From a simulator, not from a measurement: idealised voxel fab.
process module | voxel self aligned vias
cross-section cut | 250 nm wide | cells 5 nm
A cross-section is a grid of square cells, given in bands from the top down. A band is one or more rows of cells.
Each band's line starts with the height of the band's top and of its bottom, in nm. Then come its materials from left to right, each with its width in nm. One material with "throughout" fills the band from edge to edge. "air" is empty space.
Height 0 is the level under which the wafer as received is all one material. The lowest band goes on downwards, as in "0 down".
A width such as "30 to 40" changes by the same amount from each row of cells to the next, from the band's top row to its bottom row.
"no change" after a step means that no cell of the cross-section changed.
closed voids: empty space of 8 cells or more with no open way to the top, each as width x height at its distance from the left edge, in nm
after a step's settings: what the simulator itself notes on the step
overlay nm, on a step with a mask: how far to the right of its planned place the mask lay; to the left if negative
plan
1 op RECEIVE | material Si
2 op CONFORMAL_DEP | material SiO2 | thk nm 15
3 op CONFORMAL_DEP | material SiCN | thk nm 5
4 op DIRECTIONAL_DEP | material SiO2 | thk nm 25
5 op MASKED_ETCH | tone open | mask id LINES | width nm 25 | pitch nm 65 | etch materials SiO2 | depth nm 25 | overlay nm 0
6 op CONFORMAL_DEP | material TiN | thk nm 5
7 op FILL_DEP | material W | thk nm 5
8 op CMP | height nm 45
9 op SELECTIVE_ETCH | etch materials W Ru TiN | depth nm 10
10 op FILL_DEP | material SiN | thk nm 10
11 op CMP | height nm 45
12 op DIRECTIONAL_DEP | material SiO2 | thk nm 20
13 op MASKED_ETCH | tone open | mask id VIAS | width nm 25 | pitch nm 65 | etch materials SiO2 | depth nm 20 | overlay nm 0
14 op MASKED_ETCH | tone open | mask id VIAS | width nm 35 | pitch nm 65 | etch materials SiN | depth nm 10 | overlay nm 0
15 op CONFORMAL_DEP | material TiN | thk nm 5
16 op FILL_DEP | material W | thk nm 10
17 op CMP | height nm 65
18 op CONFORMAL_DEP | material SiN | thk nm 5
varied across the wafers: width nm of step 13. The plan shows the first wafer's value. All wafers start alike
first wafer as received, after step 1
  0 down: Si throughout
  closed voids: none
first wafer at the end, after step 18
  70 to 65: SiN throughout
  65 to 40: SiO2 80 | TiN 5 | W 15 | TiN 5 | SiO2 40 | TiN 5 | W 15 | TiN 5 | SiO2 80
  40 to 35: SiO2 80 | TiN 25 | SiO2 40 | TiN 25 | SiO2 80
  35 to 25: SiO2 80 | TiN 5 | W 15 | TiN 5 | SiO2 40 | TiN 5 | W 15 | TiN 5 | SiO2 80
  25 to 20: SiO2 80 | TiN 25 | SiO2 40 | TiN 25 | SiO2 80
  20 to 15: SiCN throughout
  15 to 0: SiO2 throughout
  0 down: Si throughout
  closed voids: none
last wafer at the end
  70 to 65: SiN throughout
  65 to 50: SiO2 70 | TiN 5 | W 40 | TiN 5 | SiO2 15 | TiN 5 | W 40 | TiN 5 | SiO2 65
  50 to 40: SiO2 70 to 80 | TiN 15 to 5 | W 15 | TiN 20 to 5 | SiO2 15 to 40 | TiN 15 to 5 | W 15 | TiN 20 to 5 | SiO2 65 to 80
  40 to 35: SiO2 80 | TiN 25 | SiO2 40 | TiN 25 | SiO2 80
  35 to 25: SiO2 80 | TiN 5 | W 15 | TiN 5 | SiO2 40 | TiN 5 | W 15 | TiN 5 | SiO2 80
  25 to 20: SiO2 80 | TiN 25 | SiO2 40 | TiN 25 | SiO2 80
  20 to 15: SiCN throughout
  15 to 0: SiO2 throughout
  0 down: Si throughout
  closed voids: none
each wafer at the end: cells of each material gained (+) or lost (-) since it was received, then its closed voids
width nm 25 | +50 SiCN | +50 SiN | +510 SiO2 | +48 TiN | +42 W | closed voids: none
width nm 30 | +50 SiCN | +50 SiN | +502 SiO2 | +50 TiN | +48 W | closed voids: none
width nm 35 | +50 SiCN | +50 SiN | +494 SiO2 | +52 TiN | +54 W | closed voids: none
width nm 40 | +50 SiCN | +50 SiN | +486 SiO2 | +54 TiN | +60 W | closed voids: none
width nm 45 | +50 SiCN | +50 SiN | +478 SiO2 | +56 TiN | +66 W | closed voids: none
width nm 50 | +50 SiCN | +50 SiN | +470 SiO2 | +58 TiN | +72 W | closed voids: none
